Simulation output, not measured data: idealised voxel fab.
The process module that follows is named voxel lift off.
The width of the displayed cross-section, cut, is 285 nm; its cells are square, with a size of 5 nm.
The cross-sections in this document take the form of a grid made of square cells. They are written out as bands, in order from top to bottom. Each band consists of one or more rows of cells.
In this notation a band is specified by the heights of its top and bottom, in that order and in nm, after which its materials appear from left to right, each paired with its width in nm. The word "everywhere" attached to a single material means that material fills the band from edge to edge; the word "blank" stands for empty space.
Height is counted from the level 0, under which the received wafer is composed throughout of one material. The lowest of the bands is not closed at the bottom but continues downward, in the notation "0..down".
Read "30..40" as a graded width: first number on top, second number at the bottom, same change between each pair of neighbouring rows.
You'll sometimes find "same as before" written for a step, and that's the way of saying that nowhere in the cross-section did a cell change during that step.
Closed empty spaces (no open way to the top) of 8 cells or more are what "Encapsulated voids" lists, each as width x height at distance from the left edge, nm for all three.
On each step's line, the part that comes after the settings is the simulator's own comment on the step.
Regarding "overlay nm": on a step with a mask, it is the distance the mask lay to the right of its planned place; a negative value places it to the left.
List of planned process steps:
1 RECEIVE: material Si
2 CONFORMAL_DEP: material SiO2, thk nm 15
3 PATTERN: tone open, mask id LINES, material resist, width nm 20, pitch nm 35, thk nm 30, overlay nm 0
4 DIRECTIONAL_DEP: material Ru, thk nm 15
5 STRIP: etch materials resist
6 CONFORMAL_DEP: material SiN, thk nm 10
Incoming wafer in cross-section (state: after step 1):
> 0..down: Si everywhere
> Encapsulated voids: none
Cross-section at module end, one run error; start and plan unchanged from above:
> 55..45: 85 of blank / 110 of SiN / 90 of blank
> 45..40: 85 of blank / 10 of SiN / 20 of Ru / 15 of SiN / 20 of Ru / 15 of SiN / 20 of Ru / 10 of SiN / 90 of blank
> 40..30: 95 of SiN / 20 of Ru / 15 of SiN / 20 of Ru / 15 of SiN / 20 of Ru / 100 of SiN
> 30..0: SiO2 everywhere
> 0..down: Si everywhere
> Encapsulated voids: none
What was the processing mistake? twice over, step 2 of the plan was run
